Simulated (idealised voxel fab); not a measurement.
Proc. module: voxel ribs on slabs
Section cut is 275 nm wide and gridded with 5 nm square cells.
For the purposes of this document, a cross-section shall be understood as a grid of square cells, specified as bands listed in top-to-bottom order, each band consisting of one or more rows of cells.
For a band, the entry starts with two heights in nm, that of the top and then that of the bottom, and carries on with the band's materials in order from left to right, each alongside its width in nm; the word "edge to edge" beside a single material means it fills the band edge to edge, and "empty" means empty space.
Heights from 0 (as-received wafer is one material below). Bottom band endless downward, as "0 down".
Width spec "30->40" -> top row of cells at first value, bottom row at second value, equal per-row change in between.
Reading "no modifications" for a step: not a cell of the cross-section changed in it.
"Sealed internal voids" contains a list of empty spaces, each no smaller than 8 cells and without an open way to the top, written in the form width x height at distance with the distance from the left edge and all three in nm.
Text after the settings on a step's line: the simulator's own remark on that step.
Regarding "overlay nm": on a step with a mask, it is the distance the mask lay to the right of its planned place; a negative value places it to the left.

### Process steps (planned)
1,RECEIVE (material Si)
2,DIRECTIONAL_DEP (material SiO2; thk nm 20)
3,DIRECTIONAL_DEP (material SiN; thk nm 20)
4,MASKED_ETCH (tone cover; mask id RIB; width nm 25; etch materials SiN; depth nm 10; overlay nm 0)
5,MASKED_ETCH (tone cover; mask id SLAB; width nm 55; etch materials SiN; depth nm 10; overlay nm 0)
6,FILL_DEP (material SiO2; thk nm 25)
7,CMP (height nm 60)
8,DIRECTIONAL_DEP (material TiN; thk nm 5)
9,PATTERN (tone cover; mask id HEATER; material resist; width nm 35; thk nm 20; overlay nm 0)
10,DIRECTIONAL_ETCH (etch materials TiN; depth nm 5)
11,STRIP (etch materials resist)
12,CONFORMAL_DEP (material SiN; thk nm 10)

### Cross-section of the wafer as it came to us, i.e., already through step 1
* 0 down = Si edge to edge
* Sealed internal voids: none

### Look at the cross-section after the module: the wafer started out the way shown above and the plan was the one shown above, yet one mistake was made along the way
* 65 to 60 = empty (120), then TiN (35), then empty (120)
* 60 to 40 = SiO2 edge to edge
* 40 to 30 = SiO2 (125), then SiN (25), then SiO2 (125)
* 30 to 20 = SiO2 (110), then SiN (55), then SiO2 (110)
* 20 to 0 = SiO2 edge to edge
* 0 down = Si edge to edge
* Sealed internal voids: none
Short version of what went wrong: step 12 of the plan: omitted, not performed
